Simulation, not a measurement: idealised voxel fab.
process module | voxel trench capacitor
cross-section cut | 260 nm wide | cells 5 nm
A cross-section is a grid of square cells, given in bands from the top down. A band is one or more rows of cells.
Each band's line starts with the height of the band's top and of its bottom, in nm. Then come its materials from left to right, each with its width in nm. One material with "throughout" fills the band from edge to edge. "air" is empty space.
Height 0 is the level under which the wafer as received is all one material. The lowest band goes on downwards, as in "0 down".
A width such as "30 to 40" changes by the same amount from each row of cells to the next, from the band's top row to its bottom row.
"no change" after a step means that no cell of the cross-section changed.
closed voids: empty space of 8 cells or more with no open way to the top, each as width x height at its distance from the left edge, in nm
after a step's settings: what the simulator itself notes on the step
overlay nm, on a step with a mask: how far to the right of its planned place the mask lay; to the left if negative
plan
1 op RECEIVE | material Si
2 op CONFORMAL_DEP | material SiN | thk nm 5
3 op MASKED_ETCH | tone open | mask id TRENCH | width nm 30 | pitch nm 45 | etch materials SiN | depth nm 5 | overlay nm 0
4 op MASKED_ETCH | tone open | mask id TRENCH | width nm 30 | pitch nm 45 | etch materials Si | depth nm 40 | overlay nm 0
5 op CONFORMAL_DEP | material Al2O3 | thk nm 5
6 op CONFORMAL_DEP | material TiN | thk nm 5
7 op FILL_DEP | material W | thk nm 5
8 op CMP | height nm -5
varied across the wafers: height nm of step 8. The plan shows the first wafer's value. All wafers start alike
first wafer as received, after step 1
  0 down: Si throughout
  closed voids: none
each wafer at the end: cells of each material gained (+) or lost (-) since it was received, then its closed voids
height nm -5 | +54 Al2O3 | -178 Si | +42 TiN | +30 W | closed voids: none
height nm 0 | +60 Al2O3 | -144 Si | +48 TiN | +36 W | closed voids: none
height nm 5 | +66 Al2O3 | -144 Si | +34 SiN | +54 TiN | +42 W | closed voids: none
height nm 10 | +106 Al2O3 | -144 Si | +34 SiN | +60 TiN | +48 W | closed voids: none
height nm 15 | +106 Al2O3 | -144 Si | +34 SiN | +106 TiN | +54 W | closed voids: none
height nm 20 | +106 Al2O3 | -144 Si | +34 SiN | +106 TiN | +106 W | closed voids: none
